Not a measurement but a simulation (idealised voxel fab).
Title: Process Module voxel self aligned contacts
Square cells of 5 nm make up the cross-section cut, whose width is 160 nm.
This document writes a cross-section as a grid whose cells are square, and gives it as bands, listed from the top down; one or more rows of cells form a band. Band: top height; bottom height; in nm. Then, left to right: material with width in nm, for each material. "full width": a single material spanning edge to edge. "air": empty space. Where do heights start? At 0: under that level the wafer as delivered is made of one material only. And the lowest band has no floor; it just carries on downward, as in "0 -> down". It should be noted that a width expressed as "30 to 40" varies in equal increments from row to row of cells within the band, taking the value of the first number at the top row and that of the second number at the bottom row. A step reported as "changes: none" is a step in which no cell of the cross-section changed. Closed-off voids of 8+ cells (no open route to the top) go in "Unvented internal voids", written width x height at distance from the left edge, in nm. Whatever follows a step's settings on its line is a remark the simulator itself makes about that step. "overlay nm" on a masked step: distance the mask lay right of its planned place, negative for left.
**Listed below are the process steps as planned**
1. RECEIVE, material Si
2. OXIDIZE, depth nm 5
3. DIRECTIONAL_DEP, material polySi, thk nm 30
4. DIRECTIONAL_DEP, material SiN, thk nm 25
5. PATTERN, tone cover, mask id GATE, material resist, width nm 35, pitch nm 70, thk nm 20, overlay nm 0
6. DIRECTIONAL_ETCH, etch materials SiN, depth nm 25
7. DIRECTIONAL_ETCH, etch materials polySi, depth nm 30
8. STRIP, etch materials resist
9. CONFORMAL_DEP, material SiN, thk nm 10
10. DIRECTIONAL_ETCH, etch materials SiN, depth nm 10
11. FILL_DEP, material SiO2, thk nm 15
12. CMP, height nm 65
13. DIRECTIONAL_DEP, material aC, thk nm 15
14. PATTERN, tone open, mask id CONTACT, material resist, width nm 45, thk nm 35, overlay nm 0
15. DIRECTIONAL_ETCH, etch materials aC, depth nm 15
16. STRIP, etch materials resist
17. DIRECTIONAL_ETCH, etch materials SiO2, depth nm 70
18. STRIP, etch materials aC
19. CONFORMAL_DEP, material TiN, thk nm 5
20. FILL_DEP, material W, thk nm 10
21. CMP, height nm 65
22. CONFORMAL_DEP, material SiN, thk nm 5
**This is the cross-section of the wafer as we received it, i.e. after step 1**
> 0 -> down | Si full width
> Unvented internal voids: none
**Cross-section at module end, one run error; start and plan unchanged from above**
> 70 -> 65 | SiN full width
> 65 -> 60 | SiO2 (55); TiN (5); W (35); TiN (5); SiO2 (60)
> 60 -> 55 | SiO2 (55); TiN (45); SiO2 (60)
> 55 -> 30 | SiN (35); SiO2 (15); SiN (55); SiO2 (15); SiN (40)
> 30 -> 0 | polySi (25); SiN (10); SiO2 (15); SiN (10); polySi (35); SiN (10); SiO2 (15); SiN (10); polySi (30)
> 0 -> -5 | SiO2 full width
> -5 -> down | Si full width
> Unvented internal voids: none
Nonconformance to the process plan: note that step 5 departed from the planned setting and was carried out as PATTERN, tone open, mask id GATE, material resist, width nm 35, pitch nm 70, thk nm 20, overlay nm 0
